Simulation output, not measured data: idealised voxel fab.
voxel capacitor over wiring: a process module
Cross-sectional view cut (width: 155 nm; square cell size: 5 nm).
Heads up, the way a cross-section reads in here is a grid of square cells, handed over as bands from the top down, with every band being one or more rows of cells.
Band: top and bottom heights (nm) first, top before bottom; then materials from left to right, widths in nm. "edge to edge" marks a sole material filling the band edge to edge. "blank" denotes empty space.
Basically, 0 is our baseline, since under it the wafer straight out of the box is all one material. The bottom band has no lower end and keeps on going down, so it looks like "0 and below".
Note: "30..40" means the width goes from the first number (top row of the band) to the second number (bottom row) in equal steps per row of cells.
"identical to before", as given for a step, is the statement that not any cell of the cross-section underwent a change during that step.
In "Cavities, closed" the enclosed voids are listed, meaning empty spaces of 8 cells or larger without any opening to the top. The form is width x height at distance, distance from the left edge, units nm.
Text after the settings on a step's line: the simulator's own remark on that step.
On any step carrying a mask, the "overlay nm" setting, if present on the step's line, tells how far right of its planned place the mask lay; negative values point to the left.
### Listed below are the process steps as planned
- 1: RECEIVE, material Si
- 2: CONFORMAL_DEP, material SiO2, thk nm 10
- 3: DIRECTIONAL_DEP, material TiN, thk nm 5
- 4: DIRECTIONAL_DEP, material Ru, thk nm 25
- 5: MASKED_ETCH, tone cover, mask id METAL_1, width nm 30, pitch nm 85, etch materials Ru, depth nm 25, overlay nm 0
- 6: MASKED_ETCH, tone cover, mask id METAL_1, width nm 30, pitch nm 85, etch materials TiN, depth nm 5, overlay nm 0
- 7: CONFORMAL_DEP, material SiN, thk nm 5
- 8: FILL_DEP, material lowk, thk nm 5
- 9: CMP, height nm 40
- 10: CONFORMAL_DEP, material SiCN, thk nm 5
- 11: DIRECTIONAL_DEP, material SiO2, thk nm 20
- 12: PATTERN, tone open, mask id PLUG_1, material resist, width nm 15, thk nm 20, overlay nm 0
- 13: DIRECTIONAL_ETCH, etch materials SiO2, depth nm 20
- 14: DIRECTIONAL_ETCH, etch materials SiCN, depth nm 5
- 15: STRIP, etch materials resist
- 16: EPI, material Ru, thk nm 10
- 17: EPI, material Ru, thk nm 10
- 18: EPI, material Ru, thk nm 5
- 19: DIRECTIONAL_DEP, material TiN, thk nm 10
- 20: DIRECTIONAL_DEP, material Al2O3, thk nm 5
- 21: DIRECTIONAL_DEP, material TiN, thk nm 10
- 22: MASKED_ETCH, tone cover, mask id UPPER_PLATE, width nm 60, etch materials TiN, depth nm 10, overlay nm 0
- 23: MASKED_ETCH, tone cover, mask id UPPER_PLATE, width nm 60, etch materials Al2O3, depth nm 5, overlay nm 0
- 24: MASKED_ETCH, tone cover, mask id LOWER_PLATE, width nm 70, etch materials TiN, depth nm 10, overlay nm 0
- 25: FILL_DEP, material SiO2, thk nm 15
- 26: CMP, height nm 100
- 27: MASKED_ETCH, tone open, mask id PLUG_2, width nm 15, etch materials SiO2, depth nm 10, overlay nm 0
- 28: CONFORMAL_DEP, material TiN, thk nm 5
- 29: FILL_DEP, material Cu, thk nm 10
- 30: CMP, height nm 100
- 31: CONFORMAL_DEP, material SiCN, thk nm 5
### First wafer, two in total, run as planned
### Shown in cross-section is the wafer as received, that is, as it stands after step 1
0 and below  Si edge to edge
Cavities, closed: none
### Step 2 done - wafer cross-section
10 down to 0  SiO2 edge to edge
Everything under 0 stays put, no change at all.
### Step 3 done - wafer cross-section
15 down to 10  TiN edge to edge
Everything under 10 stays put, no change at all.
### Step 4 done - wafer cross-section
40 down to 15  Ru edge to edge
Everything under 15 stays put, no change at all.
### Step 5 done - wafer cross-section
40 down to 15  blank (20), then Ru (30), then blank (55), then Ru (30), then blank (20)
Everything under 15 stays put, no change at all.
### Step 6 done - wafer cross-section
40 down to 15  blank (20), then Ru (30), then blank (55), then Ru (30), then blank (20)
15 down to 10  blank (20), then TiN (30), then blank (55), then TiN (30), then blank (20)
Everything under 10 stays put, no change at all.
### Step 7 done - wafer cross-section
45 down to 40  blank (15), then SiN (40), then blank (45), then SiN (40), then blank (15)
40 down to 15  blank (15), then SiN (5), then Ru (30), then SiN (5), then blank (45), then SiN (5), then Ru (30), then SiN (5), then blank (15)
15 down to 10  SiN (20), then TiN (30), then SiN (55), then TiN (30), then SiN (20)
Everything under 10 stays put, no change at all.
### Step 8 done - wafer cross-section
50 down to 45  lowk edge to edge
45 down to 40  lowk (15), then SiN (40), then lowk (45), then SiN (40), then lowk (15)
40 down to 15  lowk (15), then SiN (5), then Ru (30), then SiN (5), then lowk (45), then SiN (5), then Ru (30), then SiN (5), then lowk (15)
Everything under 15 stays put, no change at all.
### Step 9 done - wafer cross-section
40 down to 15  lowk (15), then SiN (5), then Ru (30), then SiN (5), then lowk (45), then SiN (5), then Ru (30), then SiN (5), then lowk (15)
Everything under 15 stays put, no change at all.
### Step 10 done - wafer cross-section
45 down to 40  SiCN edge to edge
Everything under 40 stays put, no change at all.
### Step 11 done - wafer cross-section
65 down to 45  SiO2 edge to edge
Everything under 45 stays put, no change at all.
### Step 12 done - wafer cross-section
85 down to 65  resist (35), then blank (15), then resist (105)
Everything under 65 stays put, no change at all.
### Step 13 done - wafer cross-section
85 down to 65  resist (35), then blank (15), then resist (105)
65 down to 45  SiO2 (35), then blank (15), then SiO2 (105)
Everything under 45 stays put, no change at all.
### Step 14 done - wafer cross-section
85 down to 65  resist (35), then blank (15), then resist (105)
65 down to 45  SiO2 (35), then blank (15), then SiO2 (105)
45 down to 40  SiCN (35), then blank (15), then SiCN (105)
Everything under 40 stays put, no change at all.
### Step 15 done - wafer cross-section
65 down to 45  SiO2 (35), then blank (15), then SiO2 (105)
Everything under 45 stays put, no change at all.
### Step 16 done - wafer cross-section
65 down to 50  SiO2 (35), then blank (15), then SiO2 (105)
50 down to 45  SiO2 (35), then Ru (15), then SiO2 (105)
45 down to 40  SiCN (35), then Ru (15), then SiCN (105)
Everything under 40 stays put, no change at all.
### Step 17 done - wafer cross-section
65 down to 60  SiO2 (35), then blank (15), then SiO2 (105)
60 down to 45  SiO2 (35), then Ru (15), then SiO2 (105)
Everything under 45 stays put, no change at all.
### Step 18 done - wafer cross-section
65 down to 45  SiO2 (35), then Ru (15), then SiO2 (105)
Everything under 45 stays put, no change at all.
### Step 19 done - wafer cross-section
75 down to 65  TiN edge to edge
Everything under 65 stays put, no change at all.
### Step 20 done - wafer cross-section
80 down to 75  Al2O3 edge to edge
Everything under 75 stays put, no change at all.
### Step 21 done - wafer cross-section
90 down to 80  TiN edge to edge
Everything under 80 stays put, no change at all.
### Step 22 done - wafer cross-section
90 down to 80  blank (35), then TiN (60), then blank (60)
Everything under 80 stays put, no change at all.
### Step 23 done - wafer cross-section
90 down to 80  blank (35), then TiN (60), then blank (60)
80 down to 75  blank (35), then Al2O3 (60), then blank (60)
Everything under 75 stays put, no change at all.
### Step 24 done - wafer cross-section
90 down to 80  blank (35), then TiN (60), then blank (60)
80 down to 75  blank (35), then Al2O3 (60), then blank (60)
75 down to 65  blank (30), then TiN (70), then blank (55)
Everything under 65 stays put, no change at all.
### Step 25 done - wafer cross-section
105 down to 90  SiO2 edge to edge
90 down to 80  SiO2 (35), then TiN (60), then SiO2 (60)
80 down to 75  SiO2 (35), then Al2O3 (60), then SiO2 (60)
75 down to 65  SiO2 (30), then TiN (70), then SiO2 (55)
Everything under 65 stays put, no change at all.
### Step 26 done - wafer cross-section
100 down to 90  SiO2 edge to edge
Everything under 90 stays put, no change at all.
### Step 27 done - wafer cross-section
100 down to 90  SiO2 (45), then blank (15), then SiO2 (95)
Everything under 90 stays put, no change at all.
### Step 28 done - wafer cross-section
105 down to 100  TiN (50), then blank (5), then TiN (100)
100 down to 95  SiO2 (45), then TiN (5), then blank (5), then TiN (5), then SiO2 (95)
95 down to 90  SiO2 (45), then TiN (15), then SiO2 (95)
Everything under 90 stays put, no change at all.
### Step 29 done - wafer cross-section
115 down to 105  Cu edge to edge
105 down to 100  TiN (50), then Cu (5), then TiN (100)
100 down to 95  SiO2 (45), then TiN (5), then Cu (5), then TiN (5), then SiO2 (95)
Everything under 95 stays put, no change at all.
### Step 30 done - wafer cross-section
100 down to 95  SiO2 (45), then TiN (5), then Cu (5), then TiN (5), then SiO2 (95)
Everything under 95 stays put, no change at all.
### Step 31 done - wafer cross-section
105 down to 100  SiCN edge to edge
Everything under 100 stays put, no change at all.
### Notes, second wafer: start = first wafer's, plan = first wafer's, execution had one mistake; history identical to first through step 7
### Second wafer, cut view, end of step 8 per plan
50 down to 45  Cu edge to edge
45 down to 40  Cu (15), then SiN (40), then Cu (45), then SiN (40), then Cu (15)
40 down to 15  Cu (15), then SiN (5), then Ru (30), then SiN (5), then Cu (45), then SiN (5), then Ru (30), then SiN (5), then Cu (15)
Everything under 15 stays put, no change at all.
### Second wafer, cut view, end of step 9 per plan
40 down to 15  Cu (15), then SiN (5), then Ru (30), then SiN (5), then Cu (45), then SiN (5), then Ru (30), then SiN (5), then Cu (15)
Everything under 15 stays put, no change at all.
### Second wafer, cut view, end of step 10 per plan
45 down to 40  SiCN edge to edge
Everything under 40 stays put, no change at all.
### Second wafer, cut view, end of step 11 per plan
65 down to 45  SiO2 edge to edge
Everything under 45 stays put, no change at all.
### Second wafer, cut view, end of step 12 per plan
85 down to 65  resist (35), then blank (15), then resist (105)
Everything under 65 stays put, no change at all.
### Second wafer, cut view, end of step 13 per plan
85 down to 65  resist (35), then blank (15), then resist (105)
65 down to 45  SiO2 (35), then blank (15), then SiO2 (105)
Everything under 45 stays put, no change at all.
### Second wafer, cut view, end of step 14 per plan
85 down to 65  resist (35), then blank (15), then resist (105)
65 down to 45  SiO2 (35), then blank (15), then SiO2 (105)
45 down to 40  SiCN (35), then blank (15), then SiCN (105)
Everything under 40 stays put, no change at all.
### Second wafer, cut view, end of step 15 per plan
65 down to 45  SiO2 (35), then blank (15), then SiO2 (105)
Everything under 45 stays put, no change at all.
### Second wafer, cut view, end of step 16 per plan
65 down to 50  SiO2 (35), then blank (15), then SiO2 (105)
50 down to 45  SiO2 (35), then Ru (15), then SiO2 (105)
45 down to 40  SiCN (35), then Ru (15), then SiCN (105)
Everything under 40 stays put, no change at all.
### Second wafer, cut view, end of step 17 per plan
65 down to 60  SiO2 (35), then blank (15), then SiO2 (105)
60 down to 45  SiO2 (35), then Ru (15), then SiO2 (105)
Everything under 45 stays put, no change at all.
### Second wafer, cut view, end of step 18 per plan
65 down to 45  SiO2 (35), then Ru (15), then SiO2 (105)
Everything under 45 stays put, no change at all.
### Second wafer, cut view, end of step 19 per plan
75 down to 65  TiN edge to edge
Everything under 65 stays put, no change at all.
### Second wafer, cut view, end of step 20 per plan
80 down to 75  Al2O3 edge to edge
Everything under 75 stays put, no change at all.
### Second wafer, cut view, end of step 21 per plan
90 down to 80  TiN edge to edge
Everything under 80 stays put, no change at all.
### Second wafer, cut view, end of step 22 per plan
90 down to 80  blank (35), then TiN (60), then blank (60)
Everything under 80 stays put, no change at all.
### Second wafer, cut view, end of step 23 per plan
90 down to 80  blank (35), then TiN (60), then blank (60)
80 down to 75  blank (35), then Al2O3 (60), then blank (60)
Everything under 75 stays put, no change at all.
### Second wafer, cut view, end of step 24 per plan
90 down to 80  blank (35), then TiN (60), then blank (60)
80 down to 75  blank (35), then Al2O3 (60), then blank (60)
75 down to 65  blank (30), then TiN (70), then blank (55)
Everything under 65 stays put, no change at all.
### Second wafer, cut view, end of step 25 per plan
105 down to 90  SiO2 edge to edge
90 down to 80  SiO2 (35), then TiN (60), then SiO2 (60)
80 down to 75  SiO2 (35), then Al2O3 (60), then SiO2 (60)
75 down to 65  SiO2 (30), then TiN (70), then SiO2 (55)
Everything under 65 stays put, no change at all.
### Second wafer, cut view, end of step 26 per plan
100 down to 90  SiO2 edge to edge
Everything under 90 stays put, no change at all.
### Second wafer, cut view, end of step 27 per plan
100 down to 90  SiO2 (45), then blank (15), then SiO2 (95)
Everything under 90 stays put, no change at all.
### Second wafer, cut view, end of step 28 per plan
105 down to 100  TiN (50), then blank (5), then TiN (100)
100 down to 95  SiO2 (45), then TiN (5), then blank (5), then TiN (5), then SiO2 (95)
95 down to 90  SiO2 (45), then TiN (15), then SiO2 (95)
Everything under 90 stays put, no change at all.
### Second wafer, cut view, end of step 29 per plan
115 down to 105  Cu edge to edge
105 down to 100  TiN (50), then Cu (5), then TiN (100)
100 down to 95  SiO2 (45), then TiN (5), then Cu (5), then TiN (5), then SiO2 (95)
Everything under 95 stays put, no change at all.
### Second wafer, cut view, end of step 30 per plan
100 down to 95  SiO2 (45), then TiN (5), then Cu (5), then TiN (5), then SiO2 (95)
Everything under 95 stays put, no change at all.
### Second wafer, cut view, end of step 31 per plan
105 down to 100  SiCN edge to edge
Everything under 100 stays put, no change at all.
Heads up, the wafer didn't run the way we planned it: not per plan at step 8, really ran FILL_DEP, material Cu, thk nm 5
Heads up, by the end the second wafer has more or fewer cells of some materials compared to the first: 75 more of Cu; 75 fewer of lowk
